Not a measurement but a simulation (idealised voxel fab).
Documented hereafter: the process module known as voxel ribs on slabs.
In the cross-section labelled cut, the width is 300 nm and each square cell is 5 nm.
Cross-section format: a grid of square cells, given as bands from top to bottom; each band is one or more rows of cells. Quick guide to a band line: top height, bottom height (nm) up front; then every material left to right with its width in nm. Only one material and it's marked "full width"? Then it fills the band edge to edge. And "empty" just means empty space. Convention: height 0 is the level below which the wafer, as received, is all one material. The lowest band does not terminate at the bottom but continues downward, represented as "z 0 and below". A width such as "30 to 40" changes by the same amount from each row of cells to the next, from the band's top row to its bottom row. Any step labelled "remained unchanged" changed none of the cells in the cross-section. "Entrapped void list" enumerates empty spaces isolated from the top, with no open way to it, that contain at least 8 cells, giving each as width x height at distance from the left edge, all three in nm. Whatever follows a step's settings on its line is a remark the simulator itself makes about that step. If you see "overlay nm" on a step's line and that step has a mask, it's telling you how far right of where it was planned the mask ended up; a negative number means it went left instead.
This section lists the process steps that were planned:
1,RECEIVE,material Si
2,DIRECTIONAL_DEP,material SiO2,thk nm 20
3,DIRECTIONAL_DEP,material polySi,thk nm 20
4,DIRECTIONAL_DEP,material aC,thk nm 15
5,PATTERN,tone cover,mask id RIB,material resist,width nm 30,thk nm 30,overlay nm 0
6,DIRECTIONAL_ETCH,etch materials aC,depth nm 15
7,STRIP,etch materials resist
8,DIRECTIONAL_ETCH,etch materials polySi,depth nm 10
9,STRIP,etch materials aC
10,PATTERN,tone cover,mask id SLAB,material resist,width nm 90,thk nm 20,overlay nm 0
11,DIRECTIONAL_ETCH,etch materials polySi,depth nm 10
12,STRIP,etch materials resist
13,FILL_DEP,material SiO2,thk nm 30
14,CMP,height nm 60
15,DIRECTIONAL_DEP,material TiN,thk nm 5
16,DIRECTIONAL_DEP,material aC,thk nm 15
17,PATTERN,tone cover,mask id HEATER,material resist,width nm 40,thk nm 30,overlay nm 0
18,DIRECTIONAL_ETCH,etch materials aC,depth nm 15
19,STRIP,etch materials resist
20,DIRECTIONAL_ETCH,etch materials TiN,depth nm 5
21,STRIP,etch materials aC
22,CONFORMAL_DEP,material SiO2,thk nm 5
Shown in cross-section is the wafer as received, that is, as it stands after step 1:
> z 0 and below = Si full width
> Entrapped void list: none
Below is the wafer in cross-section after the module was completed. It began from the starting point shown above and followed the plan shown above, except that one mistake was made while running it:
> z 70 to 65 = empty=125 / SiO2=50 / empty=125
> z 65 to 60 = SiO2=130 / TiN=40 / SiO2=130
> z 60 to 45 = SiO2 full width
> z 45 to 35 = SiO2=105 / polySi=90 / SiO2=105
> z 35 to 20 = aC full width
> z 20 to 0 = SiO2 full width
> z 0 and below = Si full width
> Entrapped void list: none
Want to know what went wrong? swap of plan steps 3 and 4 during execution
